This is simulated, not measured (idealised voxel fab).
process module | voxel double patterning
cross-section cut | 170 nm wide | cells 5 nm
A cross-section is a grid of square cells, given in bands from the top down. A band is one or more rows of cells.
Each band's line starts with the height of the band's top and of its bottom, in nm. Then come its materials from left to right, each with its width in nm. One material with "throughout" fills the band from edge to edge. "air" is empty space.
Height 0 is the level under which the wafer as received is all one material. The lowest band goes on downwards, as in "0 down".
A width such as "30 to 40" changes by the same amount from each row of cells to the next, from the band's top row to its bottom row.
"no change" after a step means that no cell of the cross-section changed.
closed voids: empty space of 8 cells or more with no open way to the top, each as width x height at its distance from the left edge, in nm
after a step's settings: what the simulator itself notes on the step
overlay nm, on a step with a mask: how far to the right of its planned place the mask lay; to the left if negative
plan
1 op RECEIVE | material Si
2 op CONFORMAL_DEP | material SiN | thk nm 10
3 op DIRECTIONAL_DEP | material SiO2 | thk nm 10
4 op DIRECTIONAL_DEP | material SiCN | thk nm 5
5 op DIRECTIONAL_DEP | material aC | thk nm 15
6 op PATTERN | tone open | mask id FIRST | material resist | width nm 15 | pitch nm 50 | thk nm 30 | overlay nm 0
7 op DIRECTIONAL_ETCH | etch materials aC | depth nm 15
8 op STRIP | etch materials resist
9 op DIRECTIONAL_ETCH | etch materials SiCN | depth nm 5
10 op STRIP | etch materials aC
11 op DIRECTIONAL_DEP | material aC | thk nm 15
12 op PATTERN | tone open | mask id SECOND | material resist | width nm 15 | pitch nm 50 | thk nm 30 | overlay nm 0
13 op DIRECTIONAL_ETCH | etch materials aC | depth nm 15
14 op STRIP | etch materials resist
15 op DIRECTIONAL_ETCH | etch materials SiCN | depth nm 5
16 op STRIP | etch materials aC
17 op DIRECTIONAL_ETCH | etch materials SiO2 | depth nm 10
18 op STRIP | etch materials SiCN
as received, after step 1
  0 down: Si throughout
  closed voids: none
a wafer at the end: this start, this plan, one mistake
  20 to 10: air 50 | SiO2 15 | air 35 | SiO2 15 | air 55
  10 to 0: SiN throughout
  0 down: Si throughout
  closed voids: none
what went wrong: step 12 ran as: op PATTERN | tone cover | mask id SECOND | material resist | width nm 15 | pitch nm 50 | thk nm 30 | overlay nm 0
